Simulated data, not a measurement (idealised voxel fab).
The following process module bears the name voxel air gaps.
Section shown: cut. Width: 170 nm. Cell size: 5 nm, square.
The cross-sections in this document take the form of a grid made of square cells. They are written out as bands, in order from top to bottom. Each band consists of one or more rows of cells. For a band, the entry starts with two heights in nm, that of the top and then that of the bottom, and carries on with the band's materials in order from left to right, each alongside its width in nm; the word "throughout" beside a single material means it fills the band edge to edge, and "blank" means empty space. Convention: height 0 is the level below which the wafer, as received, is all one material. The lowest band does not terminate at the bottom but continues downward, represented as "0..down". You'd read "30->40" like this: the band's top row of cells is as wide as the first number, its bottom row is as wide as the second, and going down, every row changes width by the same amount as the row before did. A step reported as "nothing got changed" is a step in which no cell of the cross-section changed. Each empty space that has no open way to the top and spans at least 8 cells appears under "Entrapped void list" as width x height at distance, the distance counted from the left edge, all in nm. Step line, after settings: the simulator's comment on this step. If you see "overlay nm" on a step's line and that step has a mask, it's telling you how far right of where it was planned the mask ended up; a negative number means it went left instead.
Intended process steps
1,RECEIVE with material Si
2,CONFORMAL_DEP with material SiO2, thk nm 10
3,CONFORMAL_DEP with material SiN, thk nm 5
4,DIRECTIONAL_DEP with material SiO2, thk nm 40
5,PATTERN with tone open, mask id LINES, material resist, width nm 25, pitch nm 50, thk nm 20, overlay nm 0
6,DIRECTIONAL_ETCH with etch materials SiO2, depth nm 40
7,STRIP with etch materials resist
8,CONFORMAL_DEP with material TiN, thk nm 5
9,FILL_DEP with material Cu, thk nm 5
10,CMP with height nm 55
11,EPI with material Ru, thk nm 10
12,SELECTIVE_ETCH with etch materials SiO2, depth nm 50
13,CONFORMAL_DEP with material SiN, thk nm 5
Cross-section of the wafer at receipt, which is the condition after step 1
	0..down  Si throughout
	Entrapped void list: none
Cross-section: first of two wafers, module finished, run according to plan
	70..65  5 of blank | 155 of SiN | 10 of blank
	65..55  5 of blank | 5 of SiN | 45 of Ru | 5 of SiN | 45 of Ru | 5 of SiN | 45 of Ru | 5 of SiN | 10 of blank
	55..50  5 of blank | 15 of SiN | 5 of TiN | 15 of Cu | 5 of TiN | 25 of SiN | 5 of TiN | 15 of Cu | 5 of TiN | 25 of SiN | 5 of TiN | 15 of Cu | 5 of TiN | 15 of SiN | 10 of blank
	50..20  15 of blank | 5 of SiN | 5 of TiN | 15 of Cu | 5 of TiN | 5 of SiN | 15 of blank | 5 of SiN | 5 of TiN | 15 of Cu | 5 of TiN | 5 of SiN | 15 of blank | 5 of SiN | 5 of TiN | 15 of Cu | 5 of TiN | 5 of SiN | 20 of blank
	20..15  20 of SiN | 25 of TiN | 25 of SiN | 25 of TiN | 25 of SiN | 25 of TiN | 25 of SiN
	15..10  SiN throughout
	10..0  SiO2 throughout
	0..down  Si throughout
	Entrapped void list: 15 x 30 at 50; 15 x 30 at 100
This cross-section belongs to the second wafer of two at the end of the module; the start and the plan were shared with the first, and the run included one mistake
	70..65  10 of blank | 155 of SiN | 5 of blank
	65..55  10 of blank | 5 of SiN | 45 of Ru | 5 of SiN | 45 of Ru | 5 of SiN | 45 of Ru | 5 of SiN | 5 of blank
	55..50  10 of blank | 15 of SiN | 5 of TiN | 15 of Cu | 5 of TiN | 25 of SiN | 5 of TiN | 15 of Cu | 5 of TiN | 25 of SiN | 5 of TiN | 15 of Cu | 5 of TiN | 15 of SiN | 5 of blank
	50..20  20 of blank | 5 of SiN | 5 of TiN | 15 of Cu | 5 of TiN | 5 of SiN | 15 of blank | 5 of SiN | 5 of TiN | 15 of Cu | 5 of TiN | 5 of SiN | 15 of blank | 5 of SiN | 5 of TiN | 15 of Cu | 5 of TiN | 5 of SiN | 15 of blank
	20..15  25 of SiN | 25 of TiN | 25 of SiN | 25 of TiN | 25 of SiN | 25 of TiN | 20 of SiN
	15..10  SiN throughout
	10..0  SiO2 throughout
	0..down  Si throughout
	Entrapped void list: 15 x 30 at 55; 15 x 30 at 105
Run error: in deviation from the planned setting, step 5 was conducted as PATTERN with tone open, mask id LINES, material resist, width nm 25, pitch nm 50, thk nm 20, overlay nm 5
Upon completion, the cell count for each material on the second wafer equals that on the first, whereas the spatial distribution of those cells differs.
